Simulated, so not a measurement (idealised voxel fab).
This section sets out a process module, namely voxel tone inversion.
For reference, the cross-section in this document is cut, with width 220 nm and square cells of 5 nm.
In what follows, cross-sections appear as grids of square cells, described through bands that run from the top down, where every band is one or more rows of cells. In this notation a band is specified by the heights of its top and bottom, in that order and in nm, after which its materials appear from left to right, each paired with its width in nm. The word "everywhere" attached to a single material means that material fills the band from edge to edge; the word "empty" stands for empty space. Height reference: 0 = level under which incoming wafer is all one material. Lowest band: no bottom, runs on downward, e.g. "0 down". Width spec "30 to 40" -> top row of cells at first value, bottom row at second value, equal per-row change in between. The cross-section has no changed cell in any step marked "nothing changed". The entry "Tabulated closed voids" lists the empty spaces that cover at least 8 cells and have no open path to the top. Each is written as width x height at distance, where the distance is measured from the left edge and all three values are in nm. That trailing text on a step's line, after the settings, is the simulator's own remark on the step. Each step line may optionally specify "overlay nm", which for a step with a mask gives the rightward distance between the mask's planned place and where it lay, a negative value indicating the leftward direction.

[Set out below are the planned steps of the process]
1,RECEIVE,material Si
2,CONFORMAL_DEP,material SiN,thk nm 10
3,DIRECTIONAL_DEP,material aC,thk nm 15
4,PATTERN,tone cover,mask id POSTS,material resist,width nm 15,pitch nm 45,thk nm 25,overlay nm 0
5,DIRECTIONAL_ETCH,etch materials aC,depth nm 15
6,STRIP,etch materials resist
7,FILL_DEP,material lowk,thk nm 10
8,CMP,height nm 25
9,STRIP,etch materials aC

[as received, after step 1]
	0 down: Si everywhere
	Tabulated closed voids: none

[Starting wafer: above. Plan: above. Run: one mistake. Cross-section after the module: below]
	25 to 15: SiN everywhere
	15 to 0: aC everywhere
	0 down: Si everywhere
	Tabulated closed voids: none
Against the plan, the run slipped here: steps 2 and 3 run out of order (swapped)
